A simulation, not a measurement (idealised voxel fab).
Process module in this document: voxel transistor to metal
Shown is cross-section cut, with a width of 165 nm and square cells of size 5 nm.
When this document writes out a cross-section, it uses a grid of square cells and lists it as bands, beginning at the top and moving down, with a band standing for one or more rows of cells.
Basically the band line says how high the top is and how high the bottom is, in nm, and then what's in it from left to right, every material with its width in nm. Empty space shows up as "empty", and if a single material carries "all across" it runs the full band edge to edge.
The reference from which all heights are counted is 0, the level beneath which the as-received wafer is entirely one material; the lowest band, having no lower bound, proceeds downward and is written after the example "0 -> down".
You'd read "30..40" like this: the band's top row of cells is as wide as the first number, its bottom row is as wide as the second, and going down, every row changes width by the same amount as the row before did.
"stayed the same" for a step: no cell of the cross-section changed in that step.
In "Closed empty spaces" the enclosed voids are listed, meaning empty spaces of 8 cells or larger without any opening to the top. The form is width x height at distance, distance from the left edge, units nm.
Post-settings text on a step line: simulator's own remark regarding the step.
overlay nm: mask right of planned place by this much (step with mask). Neg. = left.

Intended process steps:
- 1: op RECEIVE | material Si
- 2: op CONFORMAL_DEP | material SiO2 | thk nm 5
- 3: op CONFORMAL_DEP | material SiN | thk nm 10
- 4: op PATTERN | tone cover | mask id ACTIVE | material resist | width nm 115 | thk nm 20 | overlay nm 0
- 5: op DIRECTIONAL_ETCH | etch materials SiN | depth nm 10
- 6: op DIRECTIONAL_ETCH | etch materials SiO2 | depth nm 5
- 7: op DIRECTIONAL_ETCH | etch materials Si | depth nm 25
- 8: op STRIP | etch materials resist
- 9: op FILL_DEP | material SiO2 | thk nm 10
- 10: op CMP | height nm 15
- 11: op SELECTIVE_ETCH | etch materials SiO2 | depth nm 10
- 12: op STRIP | etch materials SiN
- 13: op SELECTIVE_ETCH | etch materials SiO2 | depth nm 5
- 14: op OXIDIZE | depth nm 5
- 15: op DIRECTIONAL_DEP | material polySi | thk nm 25
- 16: op DIRECTIONAL_DEP | material SiCN | thk nm 15
- 17: op MASKED_ETCH | tone cover | mask id GATE | width nm 25 | etch materials SiCN | depth nm 25 | overlay nm 0
- 18: op MASKED_ETCH | tone cover | mask id GATE | width nm 25 | etch materials polySi | depth nm 35 | overlay nm 0
- 19: op CONFORMAL_DEP | material SiN | thk nm 10
- 20: op DIRECTIONAL_ETCH | etch materials SiN | depth nm 10
- 21: op DIRECTIONAL_ETCH | etch materials SiO2 | depth nm 5
- 22: op DIRECTIONAL_ETCH | etch materials Si | depth nm 15
- 23: op EPI | material nSi | thk nm 20
- 24: op FILL_DEP | material SiO2 | thk nm 5
- 25: op CMP | height nm 25
- 26: op STRIP | etch materials polySi
- 27: op SELECTIVE_ETCH | etch materials SiO2 | depth nm 5
- 28: op CONFORMAL_DEP | material HfO2 | thk nm 5
- 29: op CONFORMAL_DEP | material TiN | thk nm 5
- 30: op FILL_DEP | material W | thk nm 5
- 31: op CMP | height nm 20
- 32: op DIRECTIONAL_DEP | material SiO2 | thk nm 10
- 33: op PATTERN | tone open | mask id CONTACT | material resist | width nm 20 | pitch nm 75 | thk nm 20 | overlay nm 0
- 34: op DIRECTIONAL_ETCH | etch materials SiO2 | depth nm 30
- 35: op STRIP | etch materials resist
- 36: op CONFORMAL_DEP | material TiN | thk nm 5
- 37: op FILL_DEP | material W | thk nm 5
- 38: op CMP | height nm 30
- 39: op CONFORMAL_DEP | material SiCN | thk nm 5
- 40: op DIRECTIONAL_DEP | material lowk | thk nm 20
- 41: op DIRECTIONAL_DEP | material aC | thk nm 15
- 42: op PATTERN | tone open | mask id METAL_1 | material resist | width nm 20 | pitch nm 75 | thk nm 30 | overlay nm 0
- 43: op DIRECTIONAL_ETCH | etch materials aC | depth nm 15
- 44: op STRIP | etch materials resist
- 45: op DIRECTIONAL_ETCH | etch materials lowk | depth nm 20
- 46: op DIRECTIONAL_ETCH | etch materials SiCN | depth nm 5
- 47: op STRIP | etch materials aC
- 48: op CONFORMAL_DEP | material TiN | thk nm 5
- 49: op FILL_DEP | material Cu | thk nm 5
- 50: op CMP | height nm 55
- 51: op EPI | material Ru | thk nm 5
- 52: op FILL_DEP | material SiCN | thk nm 5
- 53: op DIRECTIONAL_DEP | material lowk | thk nm 30
- 54: op MASKED_ETCH | tone open | mask id METAL_2 | width nm 20 | pitch nm 75 | etch materials lowk | depth nm 15 | overlay nm 0
- 55: op MASKED_ETCH | tone open | mask id METAL_2_HOLES | width nm 15 | pitch nm 75 | etch materials lowk | depth nm 15 | overlay nm 0
- 56: op MASKED_ETCH | tone open | mask id METAL_2_HOLES | width nm 15 | pitch nm 75 | etch materials SiCN | depth nm 5 | overlay nm 0
- 57: op CONFORMAL_DEP | material TiN | thk nm 5
- 58: op FILL_DEP | material Cu | thk nm 5
- 59: op CMP | height nm 95
- 60: op CONFORMAL_DEP | material SiCN | thk nm 5

First wafer, as planned:

Received-state cross-section, reflecting completion of step 1:
  0 -> down: Si all across
  Closed empty spaces: none

Wafer section view after processing step 2:
  5 -> 0: SiO2 all across
  Nothing below the height 0 has changed.

Wafer section view after processing step 3:
  15 -> 5: SiN all across
  Nothing below the height 5 has changed.

Wafer section view after processing step 4:
  35 -> 15: 25 nm empty, then 115 nm resist, then 25 nm empty
  Nothing below the height 15 has changed.

Wafer section view after processing step 5:
  35 -> 15: 25 nm empty, then 115 nm resist, then 25 nm empty
  15 -> 5: 25 nm empty, then 115 nm SiN, then 25 nm empty
  Nothing below the height 5 has changed.

Wafer section view after processing step 6:
  35 -> 15: 25 nm empty, then 115 nm resist, then 25 nm empty
  15 -> 5: 25 nm empty, then 115 nm SiN, then 25 nm empty
  5 -> 0: 25 nm empty, then 115 nm SiO2, then 25 nm empty
  Nothing below the height 0 has changed.

Wafer section view after processing step 7:
  35 -> 15: 25 nm empty, then 115 nm resist, then 25 nm empty
  15 -> 5: 25 nm empty, then 115 nm SiN, then 25 nm empty
  5 -> 0: 25 nm empty, then 115 nm SiO2, then 25 nm empty
  0 -> -25: 25 nm empty, then 115 nm Si, then 25 nm empty
  Nothing below the height -25 has changed.

Wafer section view after processing step 8:
  15 -> 5: 25 nm empty, then 115 nm SiN, then 25 nm empty
  Nothing below the height 5 has changed.

Wafer section view after processing step 9:
  25 -> 15: SiO2 all across
  15 -> 5: 25 nm SiO2, then 115 nm SiN, then 25 nm SiO2
  5 -> 0: SiO2 all across
  0 -> -25: 25 nm SiO2, then 115 nm Si, then 25 nm SiO2
  Nothing below the height -25 has changed.

Wafer section view after processing step 10:
  15 -> 5: 25 nm SiO2, then 115 nm SiN, then 25 nm SiO2
  Nothing below the height 5 has changed.

Wafer section view after processing step 11:
  15 -> 5: 25 nm empty, then 115 nm SiN, then 25 nm empty
  Nothing below the height 5 has changed.

Wafer section view after processing step 12:
  5 -> 0: SiO2 all across
  Nothing below the height 0 has changed.

Wafer section view after processing step 13:
  0 -> -25: 25 nm SiO2, then 115 nm Si, then 25 nm SiO2
  Nothing below the height -25 has changed.

Wafer section view after processing step 14:
  0 -> -5: SiO2 all across
  Nothing below the height -5 has changed.

Wafer section view after processing step 15:
  25 -> 0: polySi all across
  Nothing below the height 0 has changed.

Wafer section view after processing step 16:
  40 -> 25: SiCN all across
  Nothing below the height 25 has changed.

Wafer section view after processing step 17:
  40 -> 25: 70 nm empty, then 25 nm SiCN, then 70 nm empty
  Nothing below the height 25 has changed.

Wafer section view after processing step 18:
  40 -> 25: 70 nm empty, then 25 nm SiCN, then 70 nm empty
  25 -> 0: 70 nm empty, then 25 nm polySi, then 70 nm empty
  Nothing below the height 0 has changed.

Wafer section view after processing step 19:
  50 -> 40: 60 nm empty, then 45 nm SiN, then 60 nm empty
  40 -> 25: 60 nm empty, then 10 nm SiN, then 25 nm SiCN, then 10 nm SiN, then 60 nm empty
  25 -> 10: 60 nm empty, then 10 nm SiN, then 25 nm polySi, then 10 nm SiN, then 60 nm empty
  10 -> 0: 70 nm SiN, then 25 nm polySi, then 70 nm SiN
  Nothing below the height 0 has changed.

Wafer section view after processing step 20:
  40 -> 25: 60 nm empty, then 10 nm SiN, then 25 nm SiCN, then 10 nm SiN, then 60 nm empty
  25 -> 0: 60 nm empty, then 10 nm SiN, then 25 nm polySi, then 10 nm SiN, then 60 nm empty
  Nothing below the height 0 has changed.

Wafer section view after processing step 21:
  40 -> 25: 60 nm empty, then 10 nm SiN, then 25 nm SiCN, then 10 nm SiN, then 60 nm empty
  25 -> 0: 60 nm empty, then 10 nm SiN, then 25 nm polySi, then 10 nm SiN, then 60 nm empty
  0 -> -5: 60 nm empty, then 45 nm SiO2, then 60 nm empty
  Nothing below the height -5 has changed.

Wafer section view after processing step 22:
  40 -> 25: 60 nm empty, then 10 nm SiN, then 25 nm SiCN, then 10 nm SiN, then 60 nm empty
  25 -> 0: 60 nm empty, then 10 nm SiN, then 25 nm polySi, then 10 nm SiN, then 60 nm empty
  0 -> -5: 60 nm empty, then 45 nm SiO2, then 60 nm empty
  -5 -> -20: 25 nm SiO2, then 35 nm empty, then 45 nm Si, then 35 nm empty, then 25 nm SiO2
  Nothing below the height -20 has changed.

Wafer section view after processing step 23:
  40 -> 25: 60 nm empty, then 10 nm SiN, then 25 nm SiCN, then 10 nm SiN, then 60 nm empty
  25 -> 15: 60 nm empty, then 10 nm SiN, then 25 nm polySi, then 10 nm SiN, then 60 nm empty
  15 -> 0: 40 nm empty, then 20 nm nSi, then 10 nm SiN, then 25 nm polySi, then 10 nm SiN, then 20 nm nSi, then 40 nm empty
  0 -> -5: 20 nm empty, then 40 nm nSi, then 45 nm SiO2, then 40 nm nSi, then 20 nm empty
  -5 -> -20: 25 nm SiO2, then 35 nm nSi, then 45 nm Si, then 35 nm nSi, then 25 nm SiO2
  Nothing below the height -20 has changed.

Wafer section view after processing step 24:
  45 -> 40: SiO2 all across
  40 -> 25: 60 nm SiO2, then 10 nm SiN, then 25 nm SiCN, then 10 nm SiN, then 60 nm SiO2
  25 -> 15: 60 nm SiO2, then 10 nm SiN, then 25 nm polySi, then 10 nm SiN, then 60 nm SiO2
  15 -> 0: 40 nm SiO2, then 20 nm nSi, then 10 nm SiN, then 25 nm polySi, then 10 nm SiN, then 20 nm nSi, then 40 nm SiO2
  0 -> -5: 20 nm SiO2, then 40 nm nSi, then 45 nm SiO2, then 40 nm nSi, then 20 nm SiO2
  Nothing below the height -5 has changed.

Wafer section view after processing step 25:
  25 -> 15: 60 nm SiO2, then 10 nm SiN, then 25 nm polySi, then 10 nm SiN, then 60 nm SiO2
  Nothing below the height 15 has changed.

Wafer section view after processing step 26:
  25 -> 15: 60 nm SiO2, then 10 nm SiN, then 25 nm empty, then 10 nm SiN, then 60 nm SiO2
  15 -> 0: 40 nm SiO2, then 20 nm nSi, then 10 nm SiN, then 25 nm empty, then 10 nm SiN, then 20 nm nSi, then 40 nm SiO2
  Nothing below the height 0 has changed.

Wafer section view after processing step 27:
  25 -> 20: 60 nm empty, then 10 nm SiN, then 25 nm empty, then 10 nm SiN, then 60 nm empty
  20 -> 15: 60 nm SiO2, then 10 nm SiN, then 25 nm empty, then 10 nm SiN, then 60 nm SiO2
  15 -> 0: 40 nm SiO2, then 20 nm nSi, then 10 nm SiN, then 25 nm empty, then 10 nm SiN, then 20 nm nSi, then 40 nm SiO2
  0 -> -5: 20 nm SiO2, then 40 nm nSi, then 5 nm SiO2, then 35 nm empty, then 5 nm SiO2, then 40 nm nSi, then 20 nm SiO2
  Nothing below the height -5 has changed.

Wafer section view after processing step 28:
  30 -> 25: 55 nm empty, then 20 nm HfO2, then 15 nm empty, then 20 nm HfO2, then 55 nm empty
  25 -> 20: 60 nm HfO2, then 10 nm SiN, then 5 nm HfO2, then 15 nm empty, then 5 nm HfO2, then 10 nm SiN, then 60 nm HfO2
  20 -> 15: 60 nm SiO2, then 10 nm SiN, then 5 nm HfO2, then 15 nm empty, then 5 nm HfO2, then 10 nm SiN, then 60 nm SiO2
  15 -> 0: 40 nm SiO2, then 20 nm nSi, then 10 nm SiN, then 5 nm HfO2, then 15 nm empty, then 5 nm HfO2, then 10 nm SiN, then 20 nm nSi, then 40 nm SiO2
  0 -> -5: 20 nm SiO2, then 40 nm nSi, then 5 nm SiO2, then 35 nm HfO2, then 5 nm SiO2, then 40 nm nSi, then 20 nm SiO2
  Nothing below the height -5 has changed.

Wafer section view after processing step 29:
  35 -> 30: 50 nm empty, then 30 nm TiN, then 5 nm empty, then 30 nm TiN, then 50 nm empty
  30 -> 25: 55 nm TiN, then 20 nm HfO2, then 5 nm TiN, then 5 nm empty, then 5 nm TiN, then 20 nm HfO2, then 55 nm TiN
  25 -> 20: 60 nm HfO2, then 10 nm SiN, then 5 nm HfO2, then 5 nm TiN, then 5 nm empty, then 5 nm TiN, then 5 nm HfO2, then 10 nm SiN, then 60 nm HfO2
  20 -> 15: 60 nm SiO2, then 10 nm SiN, then 5 nm HfO2, then 5 nm TiN, then 5 nm empty, then 5 nm TiN, then 5 nm HfO2, then 10 nm SiN, then 60 nm SiO2
  15 -> 5: 40 nm SiO2, then 20 nm nSi, then 10 nm SiN, then 5 nm HfO2, then 5 nm TiN, then 5 nm empty, then 5 nm TiN, then 5 nm HfO2, then 10 nm SiN, then 20 nm nSi, then 40 nm SiO2
  5 -> 0: 40 nm SiO2, then 20 nm nSi, then 10 nm SiN, then 5 nm HfO2, then 15 nm TiN, then 5 nm HfO2, then 10 nm SiN, then 20 nm nSi, then 40 nm SiO2
  Nothing below the height 0 has changed.

Wafer section view after processing step 30:
  40 -> 35: W all across
  35 -> 30: 50 nm W, then 30 nm TiN, then 5 nm W, then 30 nm TiN, then 50 nm W
  30 -> 25: 55 nm TiN, then 20 nm HfO2, then 5 nm TiN, then 5 nm W, then 5 nm TiN, then 20 nm HfO2, then 55 nm TiN
  25 -> 20: 60 nm HfO2, then 10 nm SiN, then 5 nm HfO2, then 5 nm TiN, then 5 nm W, then 5 nm TiN, then 5 nm HfO2, then 10 nm SiN, then 60 nm HfO2
  20 -> 15: 60 nm SiO2, then 10 nm SiN, then 5 nm HfO2, then 5 nm TiN, then 5 nm W, then 5 nm TiN, then 5 nm HfO2, then 10 nm SiN, then 60 nm SiO2
  15 -> 5: 40 nm SiO2, then 20 nm nSi, then 10 nm SiN, then 5 nm HfO2, then 5 nm TiN, then 5 nm W, then 5 nm TiN, then 5 nm HfO2, then 10 nm SiN, then 20 nm nSi, then 40 nm SiO2
  Nothing below the height 5 has changed.

Wafer section view after processing step 31:
  20 -> 15: 60 nm SiO2, then 10 nm SiN, then 5 nm HfO2, then 5 nm TiN, then 5 nm W, then 5 nm TiN, then 5 nm HfO2, then 10 nm SiN, then 60 nm SiO2
  Nothing below the height 15 has changed.

Wafer section view after processing step 32:
  30 -> 20: SiO2 all across
  Nothing below the height 20 has changed.

Wafer section view after processing step 33:
  50 -> 30: 35 nm resist, then 20 nm empty, then 55 nm resist, then 20 nm empty, then 35 nm resist
  Nothing below the height 30 has changed.

Wafer section view after processing step 34:
  50 -> 30: 35 nm resist, then 20 nm empty, then 55 nm resist, then 20 nm empty, then 35 nm resist
  30 -> 20: 35 nm SiO2, then 20 nm empty, then 55 nm SiO2, then 20 nm empty, then 35 nm SiO2
  20 -> 15: 35 nm SiO2, then 20 nm empty, then 5 nm SiO2, then 10 nm SiN, then 5 nm HfO2, then 5 nm TiN, then 5 nm W, then 5 nm TiN, then 5 nm HfO2, then 10 nm SiN, then 5 nm SiO2, then 20 nm empty, then 35 nm SiO2
  15 -> 5: 35 nm SiO2, then 5 nm empty, then 20 nm nSi, then 10 nm SiN, then 5 nm HfO2, then 5 nm TiN, then 5 nm W, then 5 nm TiN, then 5 nm HfO2, then 10 nm SiN, then 20 nm nSi, then 5 nm empty, then 35 nm SiO2
  5 -> 0: 35 nm SiO2, then 5 nm empty, then 20 nm nSi, then 10 nm SiN, then 5 nm HfO2, then 15 nm TiN, then 5 nm HfO2, then 10 nm SiN, then 20 nm nSi, then 5 nm empty, then 35 nm SiO2
  Nothing below the height 0 has changed.

Wafer section view after processing step 35:
  30 -> 20: 35 nm SiO2, then 20 nm empty, then 55 nm SiO2, then 20 nm empty, then 35 nm SiO2
  Nothing below the height 20 has changed.

Wafer section view after processing step 36:
  35 -> 30: 40 nm TiN, then 10 nm empty, then 65 nm TiN, then 10 nm empty, then 40 nm TiN
  30 -> 20: 35 nm SiO2, then 5 nm TiN, then 10 nm empty, then 5 nm TiN, then 55 nm SiO2, then 5 nm TiN, then 10 nm empty, then 5 nm TiN, then 35 nm SiO2
  20 -> 15: 35 nm SiO2, then 20 nm TiN, then 5 nm SiO2, then 10 nm SiN, then 5 nm HfO2, then 5 nm TiN, then 5 nm W, then 5 nm TiN, then 5 nm HfO2, then 10 nm SiN, then 5 nm SiO2, then 20 nm TiN, then 35 nm SiO2
  15 -> 5: 35 nm SiO2, then 5 nm TiN, then 20 nm nSi, then 10 nm SiN, then 5 nm HfO2, then 5 nm TiN, then 5 nm W, then 5 nm TiN, then 5 nm HfO2, then 10 nm SiN, then 20 nm nSi, then 5 nm TiN, then 35 nm SiO2
  5 -> 0: 35 nm SiO2, then 5 nm TiN, then 20 nm nSi, then 10 nm SiN, then 5 nm HfO2, then 15 nm TiN, then 5 nm HfO2, then 10 nm SiN, then 20 nm nSi, then 5 nm TiN, then 35 nm SiO2
  Nothing below the height 0 has changed.

Wafer section view after processing step 37:
  40 -> 35: W all across
  35 -> 30: 40 nm TiN, then 10 nm W, then 65 nm TiN, then 10 nm W, then 40 nm TiN
  30 -> 20: 35 nm SiO2, then 5 nm TiN, then 10 nm W, then 5 nm TiN, then 55 nm SiO2, then 5 nm TiN, then 10 nm W, then 5 nm TiN, then 35 nm SiO2
  Nothing below the height 20 has changed.

Wafer section view after processing step 38:
  30 -> 20: 35 nm SiO2, then 5 nm TiN, then 10 nm W, then 5 nm TiN, then 55 nm SiO2, then 5 nm TiN, then 10 nm W, then 5 nm TiN, then 35 nm SiO2
  Nothing below the height 20 has changed.

Wafer section view after processing step 39:
  35 -> 30: SiCN all across
  Nothing below the height 30 has changed.

Wafer section view after processing step 40:
  55 -> 35: lowk all across
  Nothing below the height 35 has changed.

Wafer section view after processing step 41:
  70 -> 55: aC all across
  Nothing below the height 55 has changed.

Wafer section view after processing step 42:
  100 -> 70: 35 nm resist, then 20 nm empty, then 55 nm resist, then 20 nm empty, then 35 nm resist
  Nothing below the height 70 has changed.

Wafer section view after processing step 43:
  85 -> 70: 35 nm resist, then 20 nm empty, then 55 nm resist, then 20 nm empty, then 35 nm resist
  70 -> 55: 35 nm aC, then 20 nm empty, then 55 nm aC, then 20 nm empty, then 35 nm aC
  Nothing below the height 55 has changed.

Wafer section view after processing step 44:
  70 -> 55: 35 nm aC, then 20 nm empty, then 55 nm aC, then 20 nm empty, then 35 nm aC
  Nothing below the height 55 has changed.

Wafer section view after processing step 45:
  70 -> 55: 35 nm aC, then 20 nm empty, then 55 nm aC, then 20 nm empty, then 35 nm aC
  55 -> 35: 35 nm lowk, then 20 nm empty, then 55 nm lowk, then 20 nm empty, then 35 nm lowk
  Nothing below the height 35 has changed.

Wafer section view after processing step 46:
  70 -> 55: 35 nm aC, then 20 nm empty, then 55 nm aC, then 20 nm empty, then 35 nm aC
  55 -> 35: 35 nm lowk, then 20 nm empty, then 55 nm lowk, then 20 nm empty, then 35 nm lowk
  35 -> 30: 35 nm SiCN, then 20 nm empty, then 55 nm SiCN, then 20 nm empty, then 35 nm SiCN
  Nothing below the height 30 has changed.

Wafer section view after processing step 47:
  55 -> 35: 35 nm lowk, then 20 nm empty, then 55 nm lowk, then 20 nm empty, then 35 nm lowk
  Nothing below the height 35 has changed.

Wafer section view after processing step 48:
  60 -> 55: 40 nm TiN, then 10 nm empty, then 65 nm TiN, then 10 nm empty, then 40 nm TiN
  55 -> 35: 35 nm lowk, then 5 nm TiN, then 10 nm empty, then 5 nm TiN, then 55 nm lowk, then 5 nm TiN, then 10 nm empty, then 5 nm TiN, then 35 nm lowk
  35 -> 30: 35 nm SiCN, then 20 nm TiN, then 55 nm SiCN, then 20 nm TiN, then 35 nm SiCN
  Nothing below the height 30 has changed.

Wafer section view after processing step 49:
  65 -> 60: Cu all across
  60 -> 55: 40 nm TiN, then 10 nm Cu, then 65 nm TiN, then 10 nm Cu, then 40 nm TiN
  55 -> 35: 35 nm lowk, then 5 nm TiN, then 10 nm Cu, then 5 nm TiN, then 55 nm lowk, then 5 nm TiN, then 10 nm Cu, then 5 nm TiN, then 35 nm lowk
  Nothing below the height 35 has changed.

Wafer section view after processing step 50:
  55 -> 35: 35 nm lowk, then 5 nm TiN, then 10 nm Cu, then 5 nm TiN, then 55 nm lowk, then 5 nm TiN, then 10 nm Cu, then 5 nm TiN, then 35 nm lowk
  Nothing below the height 35 has changed.

Wafer section view after processing step 51:
  60 -> 55: 30 nm empty, then 30 nm Ru, then 45 nm empty, then 30 nm Ru, then 30 nm empty
  Nothing below the height 55 has changed.

Wafer section view after processing step 52:
  65 -> 60: SiCN all across
  60 -> 55: 30 nm SiCN, then 30 nm Ru, then 45 nm SiCN, then 30 nm Ru, then 30 nm SiCN
  Nothing below the height 55 has changed.

Wafer section view after processing step 53:
  95 -> 65: lowk all across
  Nothing below the height 65 has changed.

Wafer section view after processing step 54:
  95 -> 80: 35 nm lowk, then 20 nm empty, then 55 nm lowk, then 20 nm empty, then 35 nm lowk
  Nothing below the height 80 has changed.

Wafer section view after processing step 55:
  95 -> 80: 35 nm lowk, then 20 nm empty, then 55 nm lowk, then 20 nm empty, then 35 nm lowk
  80 -> 65: 35 nm lowk, then 15 nm empty, then 60 nm lowk, then 15 nm empty, then 40 nm lowk
  Nothing below the height 65 has changed.

Wafer section view after processing step 56:
  95 -> 80: 35 nm lowk, then 20 nm empty, then 55 nm lowk, then 20 nm empty, then 35 nm lowk
  80 -> 65: 35 nm lowk, then 15 nm empty, then 60 nm lowk, then 15 nm empty, then 40 nm lowk
  65 -> 60: 35 nm SiCN, then 15 nm empty, then 60 nm SiCN, then 15 nm empty, then 40 nm SiCN
  Nothing below the height 60 has changed.

Wafer section view after processing step 57:
  100 -> 95: 40 nm TiN, then 10 nm empty, then 65 nm TiN, then 10 nm empty, then 40 nm TiN
  95 -> 85: 35 nm lowk, then 5 nm TiN, then 10 nm empty, then 5 nm TiN, then 55 nm lowk, then 5 nm TiN, then 10 nm empty, then 5 nm TiN, then 35 nm lowk
  85 -> 80: 35 nm lowk, then 5 nm TiN, then 5 nm empty, then 10 nm TiN, then 55 nm lowk, then 5 nm TiN, then 5 nm empty, then 10 nm TiN, then 35 nm lowk
  80 -> 65: 35 nm lowk, then 5 nm TiN, then 5 nm empty, then 5 nm TiN, then 60 nm lowk, then 5 nm TiN, then 5 nm empty, then 5 nm TiN, then 40 nm lowk
  65 -> 60: 35 nm SiCN, then 15 nm TiN, then 60 nm SiCN, then 15 nm TiN, then 40 nm SiCN
  Nothing below the height 60 has changed.

Wafer section view after processing step 58:
  105 -> 100: Cu all across
  100 -> 95: 40 nm TiN, then 10 nm Cu, then 65 nm TiN, then 10 nm Cu, then 40 nm TiN
  95 -> 85: 35 nm lowk, then 5 nm TiN, then 10 nm Cu, then 5 nm TiN, then 55 nm lowk, then 5 nm TiN, then 10 nm Cu, then 5 nm TiN, then 35 nm lowk
  85 -> 80: 35 nm lowk, then 5 nm TiN, then 5 nm Cu, then 10 nm TiN, then 55 nm lowk, then 5 nm TiN, then 5 nm Cu, then 10 nm TiN, then 35 nm lowk
  80 -> 65: 35 nm lowk, then 5 nm TiN, then 5 nm Cu, then 5 nm TiN, then 60 nm lowk, then 5 nm TiN, then 5 nm Cu, then 5 nm TiN, then 40 nm lowk
  Nothing below the height 65 has changed.

Wafer section view after processing step 59:
  95 -> 85: 35 nm lowk, then 5 nm TiN, then 10 nm Cu, then 5 nm TiN, then 55 nm lowk, then 5 nm TiN, then 10 nm Cu, then 5 nm TiN, then 35 nm lowk
  Nothing below the height 85 has changed.

Wafer section view after processing step 60:
  100 -> 95: SiCN all across
  Nothing below the height 95 has changed.

Second wafer - shared start and plan with the first - one error in running - same as the first up to step 54 inclusive:

Cross-sectional representation of the second wafer at the time designated in the plan for the completion of step 55:
  95 -> 80: 35 nm lowk, then 25 nm empty, then 50 nm lowk, then 25 nm empty, then 30 nm lowk
  80 -> 65: 45 nm lowk, then 10 nm empty, then 65 nm lowk, then 10 nm empty, then 35 nm lowk
  Nothing below the height 65 has changed.

Cross-sectional representation of the second wafer at the time designated in the plan for the completion of step 56:
  95 -> 80: 35 nm lowk, then 25 nm empty, then 50 nm lowk, then 25 nm empty, then 30 nm lowk
  80 -> 65: 45 nm lowk, then 10 nm empty, then 65 nm lowk, then 10 nm empty, then 35 nm lowk
  65 -> 60: 45 nm SiCN, then 5 nm empty, then 70 nm SiCN, then 5 nm empty, then 40 nm SiCN
  Nothing below the height 60 has changed.

Cross-sectional representation of the second wafer at the time designated in the plan for the completion of step 57:
  100 -> 95: 40 nm TiN, then 15 nm empty, then 60 nm TiN, then 15 nm empty, then 35 nm TiN
  95 -> 85: 35 nm lowk, then 5 nm TiN, then 15 nm empty, then 5 nm TiN, then 50 nm lowk, then 5 nm TiN, then 15 nm empty, then 5 nm TiN, then 30 nm lowk
  85 -> 80: 35 nm lowk, then 25 nm TiN, then 50 nm lowk, then 25 nm TiN, then 30 nm lowk
  80 -> 65: 45 nm lowk, then 10 nm TiN, then 65 nm lowk, then 10 nm TiN, then 35 nm lowk
  65 -> 60: 45 nm SiCN, then 5 nm TiN, then 70 nm SiCN, then 5 nm TiN, then 40 nm SiCN
  Nothing below the height 60 has changed.

Cross-sectional representation of the second wafer at the time designated in the plan for the completion of step 58:
  105 -> 100: Cu all across
  100 -> 95: 40 nm TiN, then 15 nm Cu, then 60 nm TiN, then 15 nm Cu, then 35 nm TiN
  95 -> 85: 35 nm lowk, then 5 nm TiN, then 15 nm Cu, then 5 nm TiN, then 50 nm lowk, then 5 nm TiN, then 15 nm Cu, then 5 nm TiN, then 30 nm lowk
  Nothing below the height 85 has changed.

Cross-sectional representation of the second wafer at the time designated in the plan for the completion of step 59:
  95 -> 85: 35 nm lowk, then 5 nm TiN, then 15 nm Cu, then 5 nm TiN, then 50 nm lowk, then 5 nm TiN, then 15 nm Cu, then 5 nm TiN, then 30 nm lowk
  Nothing below the height 85 has changed.

Cross-sectional representation of the second wafer at the time designated in the plan for the completion of step 60:
  100 -> 95: SiCN all across
  Nothing below the height 95 has changed.
What was done differently from what was planned? step 55 ran with different settings than intended, the actual operation and settings being op MASKED_ETCH | tone open | mask id METAL_2_HOLES | width nm 15 | pitch nm 75 | etch materials lowk | depth nm 15 | overlay nm 10
Count the cells at the end and the second wafer has more or fewer of some materials than the first: Cu -4, SiCN +4
